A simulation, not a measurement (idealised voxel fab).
Presented below is a process module, voxel capacitor over wiring.
The cross-section on display is named cut; it measures 280 nm wide, and its cells are 5 nm squares.
Each cross-section below is a grid of square cells, stated as bands in top-down order, with one or more rows of cells making up each band.
Within each band entry, the heights of the top and of the bottom of the band appear first, in that order and in nm; the materials of the band then follow from left to right, each with its corresponding width in nm. The designation "all across" on a single material indicates that it fills the band from edge to edge; the designation "blank" indicates empty space.
Height is counted from the level 0, under which the received wafer is composed throughout of one material. The lowest of the bands is not closed at the bottom but continues downward, in the notation "from 0 down".
Width spec "30..40" -> top row of cells at first value, bottom row at second value, equal per-row change in between.
A step reported as "nothing altered" is a step in which no cell of the cross-section changed.
Voids not open to the top, 8 cells minimum: see "Closed empty spaces". Written width x height at distance; distance is from the left edge; nm.
Step line, after settings: the simulator's comment on this step.
The optional step-line setting "overlay nm" applies to steps with a mask and quantifies how far to the right of its planned location the mask lay, a negative value indicating leftward placement.
If you're wondering how to read the rest of this, here's the deal. It's pairs of cross-sections: one from before a process step, one from after it. The after one is only drawn as far down as the lowest band that changed. Right under each pair you'll see which step sits between them and what its settings were. Don't read the pairs as one continuous story, though. They can come from different runs of this module on the same starting wafer, and a pair only carries on from the one above it where its entry headed "Status quo ante" says so.

# Status quo ante
from 65 to 45 | lowk 100  TiN 5  Ru 5  TiN 5  lowk 165
from 45 to 40 | SiCN 100  TiN 15  SiCN 165
from 40 to 15 | lowk 85  TiN 5  Cu 20  TiN 5  lowk 50  TiN 5  Cu 20  TiN 5  lowk 85
from 15 to 10 | SiN 85  TiN 30  SiN 50  TiN 30  SiN 85
from 10 to 0 | Ru all across
from 0 down | Si all across
Closed empty spaces: none

# Post-Step Appearance
from 75 to 65 | TiN all across
Below a height of 65, the structure has not been altered.
Closed empty spaces: none
the step between: DIRECTIONAL_DEP | material TiN | thk nm 10

Status quo ante: refer to the pair immediately above; the cross-section shown after its step is the state before this one.

# Post-Step Appearance
from 80 to 75 | HfO2 all across
Below a height of 75, the structure has not been altered.
Closed empty spaces: none
the step between: DIRECTIONAL_DEP | material HfO2 | thk nm 5

Status quo ante: refer to the pair immediately above; the cross-section shown after its step is the state before this one.

# Post-Step Appearance
from 85 to 80 | TiN all across
Below a height of 80, the structure has not been altered.
Closed empty spaces: none
the step between: DIRECTIONAL_DEP | material TiN | thk nm 5

Status quo ante: refer to the pair immediately above; the cross-section shown after its step is the state before this one.

# Post-Step Appearance
from 100 to 85 | blank 100  resist 55  blank 125
Below a height of 85, the structure has not been altered.
Closed empty spaces: none
the step between: PATTERN | tone cover | mask id UPPER_PLATE | material resist | width nm 55 | thk nm 15 | overlay nm 0

Status quo ante: refer to the pair immediately above; the cross-section shown after its step is the state before this one.

# Post-Step Appearance
from 100 to 85 | blank 100  resist 55  blank 125
from 85 to 80 | blank 100  TiN 55  blank 125
Below a height of 80, the structure has not been altered.
Closed empty spaces: none
the step between: DIRECTIONAL_ETCH | etch materials TiN | depth nm 5

Status quo ante: refer to the pair immediately above; the cross-section shown after its step is the state before this one.

# Post-Step Appearance
from 100 to 85 | blank 100  resist 55  blank 125
from 85 to 80 | blank 100  TiN 55  blank 125
from 80 to 75 | blank 100  HfO2 55  blank 125
Below a height of 75, the structure has not been altered.
Closed empty spaces: none
the step between: DIRECTIONAL_ETCH | etch materials HfO2 | depth nm 5

Status quo ante: refer to the pair immediately above; the cross-section shown after its step is the state before this one.

# Post-Step Appearance
from 85 to 80 | blank 100  TiN 55  blank 125
Below a height of 80, the structure has not been altered.
Closed empty spaces: none
the step between: STRIP | etch materials resist

Status quo ante: refer to the pair immediately above; the cross-section shown after its step is the state before this one.

# Post-Step Appearance
from 100 to 85 | blank 95  resist 65  blank 120
from 85 to 80 | blank 95  resist 5  TiN 55  resist 5  blank 120
from 80 to 75 | blank 95  resist 5  HfO2 55  resist 5  blank 120
Below a height of 75, the structure has not been altered.
Closed empty spaces: none
the step between: PATTERN | tone cover | mask id LOWER_PLATE | material resist | width nm 65 | thk nm 15 | overlay nm 0

Status quo ante: refer to the pair immediately above; the cross-section shown after its step is the state before this one.

# Post-Step Appearance
from 100 to 85 | blank 95  resist 65  blank 120
from 85 to 80 | blank 95  resist 5  TiN 55  resist 5  blank 120
from 80 to 75 | blank 95  resist 5  HfO2 55  resist 5  blank 120
from 75 to 65 | blank 95  TiN 65  blank 120
Below a height of 65, the structure has not been altered.
Closed empty spaces: none
the step between: DIRECTIONAL_ETCH | etch materials TiN | depth nm 10

Status quo ante: refer to the pair immediately above; the cross-section shown after its step is the state before this one.

# Post-Step Appearance
from 85 to 80 | blank 100  TiN 55  blank 125
from 80 to 75 | blank 100  HfO2 55  blank 125
Below a height of 75, the structure has not been altered.
Closed empty spaces: none
the step between: STRIP | etch materials resist

Status quo ante: refer to the pair immediately above; the cross-section shown after its step is the state before this one.

# Post-Step Appearance
from 105 to 85 | SiO2 all across
from 85 to 80 | SiO2 100  TiN 55  SiO2 125
from 80 to 75 | SiO2 100  HfO2 55  SiO2 125
from 75 to 65 | SiO2 95  TiN 65  SiO2 120
Below a height of 65, the structure has not been altered.
Closed empty spaces: none
the step between: FILL_DEP | material SiO2 | thk nm 20

Status quo ante: refer to the pair immediately above; the cross-section shown after its step is the state before this one.

# Post-Step Appearance
from 100 to 85 | SiO2 all across
Below a height of 85, the structure has not been altered.
Closed empty spaces: none
the step between: CMP | height nm 100

Status quo ante: refer to the pair immediately above; the cross-section shown after its step is the state before this one.

# Post-Step Appearance
from 120 to 100 | resist 110  blank 15  resist 155
Below a height of 100, the structure has not been altered.
Closed empty spaces: none
the step between: PATTERN | tone open | mask id PLUG_2 | material resist | width nm 15 | thk nm 20 | overlay nm 0

Status quo ante: refer to the pair immediately above; the cross-section shown after its step is the state before this one.

# Post-Step Appearance
from 120 to 100 | resist 110  blank 15  resist 155
from 100 to 85 | SiO2 110  blank 15  SiO2 155
Below a height of 85, the structure has not been altered.
Closed empty spaces: none
the step between: DIRECTIONAL_ETCH | etch materials SiO2 | depth nm 15

Status quo ante: refer to the pair immediately above; the cross-section shown after its step is the state before this one.

# Post-Step Appearance
from 100 to 85 | SiO2 110  blank 15  SiO2 155
Below a height of 85, the structure has not been altered.
Closed empty spaces: none
the step between: STRIP | etch materials resist

Status quo ante: refer to the pair immediately above; the cross-section shown after its step is the state before this one.

# Post-Step Appearance
from 105 to 100 | TiN 115  blank 5  TiN 160
from 100 to 90 | SiO2 110  TiN 5  blank 5  TiN 5  SiO2 155
from 90 to 80 | SiO2 110..100  TiN 15..55  SiO2 155..125
Below a height of 80, the structure has not been altered.
Closed empty spaces: none
the step between: CONFORMAL_DEP | material TiN | thk nm 5

Status quo ante: refer to the pair immediately above; the cross-section shown after its step is the state before this one.

# Post-Step Appearance
from 115 to 105 | Ru all across
from 105 to 100 | TiN 115  Ru 5  TiN 160
from 100 to 90 | SiO2 110  TiN 5  Ru 5  TiN 5  SiO2 155
Below a height of 90, the structure has not been altered.
Closed empty spaces: none
the step between: FILL_DEP | material Ru | thk nm 10

Status quo ante: refer to the pair immediately above; the cross-section shown after its step is the state before this one.

# Post-Step Appearance
from 100 to 90 | SiO2 110  TiN 5  Ru 5  TiN 5  SiO2 155
Below a height of 90, the structure has not been altered.
Closed empty spaces: none
the step between: CMP | height nm 100

Status quo ante: refer to the pair immediately above; the cross-section shown after its step is the state before this one.

# Post-Step Appearance
from 105 to 100 | SiN all across
Below a height of 100, the structure has not been altered.
Closed empty spaces: none
the step between: CONFORMAL_DEP | material SiN | thk nm 5

# Status quo ante
from 40 to 15 | lowk all across
from 15 to 10 | SiN all across
from 10 to 0 | SiO2 all across
from 0 down | Si all across
Closed empty spaces: none

# Post-Step Appearance
from 60 to 40 | blank 85  resist 30  blank 50  resist 30  blank 85
Below a height of 40, the structure has not been altered.
Closed empty spaces: none
the step between: PATTERN | tone cover | mask id METAL_1 | material resist | width nm 30 | pitch nm 80 | thk nm 20 | overlay nm 0

Status quo ante: refer to the pair immediately above; the cross-section shown after its step is the state before this one.

# Post-Step Appearance
from 60 to 40 | blank 85  resist 30  blank 50  resist 30  blank 85
from 40 to 15 | blank 85  lowk 30  blank 50  lowk 30  blank 85
Below a height of 15, the structure has not been altered.
Closed empty spaces: none
the step between: DIRECTIONAL_ETCH | etch materials lowk | depth nm 25

Status quo ante: refer to the pair immediately above; the cross-section shown after its step is the state before this one.

# Post-Step Appearance
from 60 to 40 | blank 85  resist 30  blank 50  resist 30  blank 85
from 40 to 15 | blank 85  lowk 30  blank 50  lowk 30  blank 85
from 15 to 10 | blank 85  SiN 30  blank 50  SiN 30  blank 85
Below a height of 10, the structure has not been altered.
Closed empty spaces: none
the step between: DIRECTIONAL_ETCH | etch materials SiN | depth nm 5

Status quo ante: refer to the pair immediately above; the cross-section shown after its step is the state before this one.

# Post-Step Appearance
from 40 to 15 | blank 85  lowk 30  blank 50  lowk 30  blank 85
Below a height of 15, the structure has not been altered.
Closed empty spaces: none
the step between: STRIP | etch materials resist

Status quo ante: refer to the pair immediately above; the cross-section shown after its step is the state before this one.

# Post-Step Appearance
from 45 to 40 | blank 80  TiN 40  blank 40  TiN 40  blank 80
from 40 to 15 | blank 80  TiN 5  lowk 30  TiN 5  blank 40  TiN 5  lowk 30  TiN 5  blank 80
from 15 to 10 | TiN 85  SiN 30  TiN 50  SiN 30  TiN 85
Below a height of 10, the structure has not been altered.
Closed empty spaces: none
the step between: CONFORMAL_DEP | material TiN | thk nm 5

Status quo ante: refer to the pair immediately above; the cross-section shown after its step is the state before this one.

# Post-Step Appearance
from 55 to 45 | Cu all across
from 45 to 40 | Cu 80  TiN 40  Cu 40  TiN 40  Cu 80
from 40 to 15 | Cu 80  TiN 5  lowk 30  TiN 5  Cu 40  TiN 5  lowk 30  TiN 5  Cu 80
Below a height of 15, the structure has not been altered.
Closed empty spaces: none
the step between: FILL_DEP | material Cu | thk nm 10

Status quo ante: refer to the pair immediately above; the cross-section shown after its step is the state before this one.

# Post-Step Appearance
from 40 to 15 | Cu 80  TiN 5  lowk 30  TiN 5  Cu 40  TiN 5  lowk 30  TiN 5  Cu 80
Below a height of 15, the structure has not been altered.
Closed empty spaces: none
the step between: CMP | height nm 40

Status quo ante: refer to the pair immediately above; the cross-section shown after its step is the state before this one.

# Post-Step Appearance
from 45 to 40 | SiCN all across
Below a height of 40, the structure has not been altered.
Closed empty spaces: none
the step between: CONFORMAL_DEP | material SiCN | thk nm 5

Status quo ante: refer to the pair immediately above; the cross-section shown after its step is the state before this one.

# Post-Step Appearance
from 65 to 45 | lowk all across
Below a height of 45, the structure has not been altered.
Closed empty spaces: none
the step between: DIRECTIONAL_DEP | material lowk | thk nm 20

Status quo ante: refer to the pair immediately above; the cross-section shown after its step is the state before this one.

# Post-Step Appearance
from 80 to 65 | aC all across
Below a height of 65, the structure has not been altered.
Closed empty spaces: none
the step between: DIRECTIONAL_DEP | material aC | thk nm 15

Status quo ante: refer to the pair immediately above; the cross-section shown after its step is the state before this one.

# Post-Step Appearance
from 115 to 80 | resist 100  blank 15  resist 165
Below a height of 80, the structure has not been altered.
Closed empty spaces: none
the step between: PATTERN | tone open | mask id PLUG_1 | material resist | width nm 15 | thk nm 35 | overlay nm 0

Status quo ante: refer to the pair immediately above; the cross-section shown after its step is the state before this one.

# Post-Step Appearance
from 100 to 80 | resist 100  blank 15  resist 165
from 80 to 65 | aC 100  blank 15  aC 165
Below a height of 65, the structure has not been altered.
Closed empty spaces: none
the step between: DIRECTIONAL_ETCH | etch materials aC | depth nm 15

Status quo ante: refer to the pair immediately above; the cross-section shown after its step is the state before this one.

# Post-Step Appearance
from 80 to 65 | aC 100  blank 15  aC 165
Below a height of 65, the structure has not been altered.
Closed empty spaces: none
the step between: STRIP | etch materials resist

Status quo ante: refer to the pair immediately above; the cross-section shown after its step is the state before this one.

# Post-Step Appearance
from 80 to 65 | aC 100  blank 15  aC 165
from 65 to 45 | lowk 100  blank 15  lowk 165
Below a height of 45, the structure has not been altered.
Closed empty spaces: none
the step between: DIRECTIONAL_ETCH | etch materials lowk | depth nm 20

Status quo ante: refer to the pair immediately above; the cross-section shown after its step is the state before this one.

# Post-Step Appearance
from 80 to 65 | aC 100  blank 15  aC 165
from 65 to 45 | lowk 100  blank 15  lowk 165
from 45 to 40 | SiCN 100  blank 15  SiCN 165
Below a height of 40, the structure has not been altered.
Closed empty spaces: none
the step between: DIRECTIONAL_ETCH | etch materials SiCN | depth nm 5

Status quo ante: refer to the pair immediately above; the cross-section shown after its step is the state before this one.

# Post-Step Appearance
from 65 to 45 | lowk 100  blank 15  lowk 165
Below a height of 45, the structure has not been altered.
Closed empty spaces: none
the step between: STRIP | etch materials aC

Status quo ante: refer to the pair immediately above; the cross-section shown after its step is the state before this one.

# Post-Step Appearance
from 70 to 65 | TiN 105  blank 5  TiN 170
from 65 to 45 | lowk 100  TiN 5  blank 5  TiN 5  lowk 165
from 45 to 40 | SiCN 100  TiN 15  SiCN 165
Below a height of 40, the structure has not been altered.
Closed empty spaces: none
the step between: CONFORMAL_DEP | material TiN | thk nm 5

Status quo ante: refer to the pair immediately above; the cross-section shown after its step is the state before this one.

# Post-Step Appearance
from 80 to 70 | Ru all across
from 70 to 65 | TiN 105  Ru 5  TiN 170
from 65 to 45 | lowk 100  TiN 5  Ru 5  TiN 5  lowk 165
Below a height of 45, the structure has not been altered.
Closed empty spaces: none
the step between: FILL_DEP | material Ru | thk nm 10

Status quo ante: refer to the pair immediately above; the cross-section shown after its step is the state before this one.

# Post-Step Appearance
from 65 to 45 | lowk 100  TiN 5  Ru 5  TiN 5  lowk 165
Below a height of 45, the structure has not been altered.
Closed empty spaces: none
the step between: CMP | height nm 65

Status quo ante: refer to the pair immediately above; the cross-section shown after its step is the state before this one.

# Post-Step Appearance
from 75 to 65 | TiN all across
Below a height of 65, the structure has not been altered.
Closed empty spaces: none
the step between: DIRECTIONAL_DEP | material TiN | thk nm 10

Status quo ante: refer to the pair immediately above; the cross-section shown after its step is the state before this one.

# Post-Step Appearance
from 80 to 75 | HfO2 all across
Below a height of 75, the structure has not been altered.
Closed empty spaces: none
the step between: DIRECTIONAL_DEP | material HfO2 | thk nm 5

Status quo ante: refer to the pair immediately above; the cross-section shown after its step is the state before this one.

# Post-Step Appearance
from 85 to 80 | TiN all across
Below a height of 80, the structure has not been altered.
Closed empty spaces: none
the step between: DIRECTIONAL_DEP | material TiN | thk nm 5

Status quo ante: refer to the pair immediately above; the cross-section shown after its step is the state before this one.

# Post-Step Appearance
from 100 to 85 | blank 100  resist 55  blank 125
Below a height of 85, the structure has not been altered.
Closed empty spaces: none
the step between: PATTERN | tone cover | mask id UPPER_PLATE | material resist | width nm 55 | thk nm 15 | overlay nm 0

Status quo ante: refer to the pair immediately above; the cross-section shown after its step is the state before this one.

# Post-Step Appearance
from 100 to 85 | blank 100  resist 55  blank 125
from 85 to 80 | blank 100  TiN 55  blank 125
Below a height of 80, the structure has not been altered.
Closed empty spaces: none
the step between: DIRECTIONAL_ETCH | etch materials TiN | depth nm 5

Status quo ante: refer to the pair immediately above; the cross-section shown after its step is the state before this one.

# Post-Step Appearance
from 100 to 85 | blank 100  resist 55  blank 125
from 85 to 80 | blank 100  TiN 55  blank 125
from 80 to 75 | blank 100  HfO2 55  blank 125
Below a height of 75, the structure has not been altered.
Closed empty spaces: none
the step between: DIRECTIONAL_ETCH | etch materials HfO2 | depth nm 5

Status quo ante: refer to the pair immediately above; the cross-section shown after its step is the state before this one.

# Post-Step Appearance
from 85 to 80 | blank 100  TiN 55  blank 125
Below a height of 80, the structure has not been altered.
Closed empty spaces: none
the step between: STRIP | etch materials resist

Status quo ante: refer to the pair immediately above; the cross-section shown after its step is the state before this one.

# Post-Step Appearance
from 100 to 85 | blank 95  resist 65  blank 120
from 85 to 80 | blank 95  resist 5  TiN 55  resist 5  blank 120
from 80 to 75 | blank 95  resist 5  HfO2 55  resist 5  blank 120
Below a height of 75, the structure has not been altered.
Closed empty spaces: none
the step between: PATTERN | tone cover | mask id LOWER_PLATE | material resist | width nm 65 | thk nm 15 | overlay nm 0

Status quo ante: refer to the pair immediately above; the cross-section shown after its step is the state before this one.

# Post-Step Appearance
from 100 to 85 | blank 95  resist 65  blank 120
from 85 to 80 | blank 95  resist 5  TiN 55  resist 5  blank 120
from 80 to 75 | blank 95  resist 5  HfO2 55  resist 5  blank 120
from 75 to 65 | blank 95  TiN 65  blank 120
Below a height of 65, the structure has not been altered.
Closed empty spaces: none
the step between: DIRECTIONAL_ETCH | etch materials TiN | depth nm 10

Status quo ante: refer to the pair immediately above; the cross-section shown after its step is the state before this one.

# Post-Step Appearance
from 85 to 80 | blank 100  TiN 55  blank 125
from 80 to 75 | blank 100  HfO2 55  blank 125
Below a height of 75, the structure has not been altered.
Closed empty spaces: none
the step between: STRIP | etch materials resist

Status quo ante: refer to the pair immediately above; the cross-section shown after its step is the state before this one.

# Post-Step Appearance
from 105 to 85 | SiO2 all across
from 85 to 80 | SiO2 100  TiN 55  SiO2 125
from 80 to 75 | SiO2 100  HfO2 55  SiO2 125
from 75 to 65 | SiO2 95  TiN 65  SiO2 120
Below a height of 65, the structure has not been altered.
Closed empty spaces: none
the step between: FILL_DEP | material SiO2 | thk nm 20

Status quo ante: refer to the pair immediately above; the cross-section shown after its step is the state before this one.

# Post-Step Appearance
from 100 to 85 | SiO2 all across
Below a height of 85, the structure has not been altered.
Closed empty spaces: none
the step between: CMP | height nm 100

Status quo ante: refer to the pair immediately above; the cross-section shown after its step is the state before this one.

# Post-Step Appearance
from 120 to 100 | resist 110  blank 15  resist 155
Below a height of 100, the structure has not been altered.
Closed empty spaces: none
the step between: PATTERN | tone open | mask id PLUG_2 | material resist | width nm 15 | thk nm 20 | overlay nm 0

Status quo ante: refer to the pair immediately above; the cross-section shown after its step is the state before this one.

# Post-Step Appearance
from 120 to 100 | resist 110  blank 15  resist 155
from 100 to 85 | SiO2 110  blank 15  SiO2 155
Below a height of 85, the structure has not been altered.
Closed empty spaces: none
the step between: DIRECTIONAL_ETCH | etch materials SiO2 | depth nm 15

Status quo ante: refer to the pair immediately above; the cross-section shown after its step is the state before this one.

# Post-Step Appearance
from 100 to 85 | SiO2 110  blank 15  SiO2 155
Below a height of 85, the structure has not been altered.
Closed empty spaces: none
the step between: STRIP | etch materials resist

Status quo ante: refer to the pair immediately above; the cross-section shown after its step is the state before this one.

# Post-Step Appearance
from 105 to 100 | TiN 115  blank 5  TiN 160
from 100 to 90 | SiO2 110  TiN 5  blank 5  TiN 5  SiO2 155
from 90 to 80 | SiO2 110..100  TiN 15..55  SiO2 155..125
Below a height of 80, the structure has not been altered.
Closed empty spaces: none
the step between: CONFORMAL_DEP | material TiN | thk nm 5

Status quo ante: refer to the pair immediately above; the cross-section shown after its step is the state before this one.

# Post-Step Appearance
from 115 to 105 | Ru all across
from 105 to 100 | TiN 115  Ru 5  TiN 160
from 100 to 90 | SiO2 110  TiN 5  Ru 5  TiN 5  SiO2 155
Below a height of 90, the structure has not been altered.
Closed empty spaces: none
the step between: FILL_DEP | material Ru | thk nm 10

Status quo ante: refer to the pair immediately above; the cross-section shown after its step is the state before this one.

# Post-Step Appearance
from 100 to 90 | SiO2 110  TiN 5  Ru 5  TiN 5  SiO2 155
Below a height of 90, the structure has not been altered.
Closed empty spaces: none
the step between: CMP | height nm 100

Status quo ante: refer to the pair immediately above; the cross-section shown after its step is the state before this one.

# Post-Step Appearance
from 105 to 100 | SiN all across
Below a height of 100, the structure has not been altered.
Closed empty spaces: none
the step between: CONFORMAL_DEP | material SiN | thk nm 5
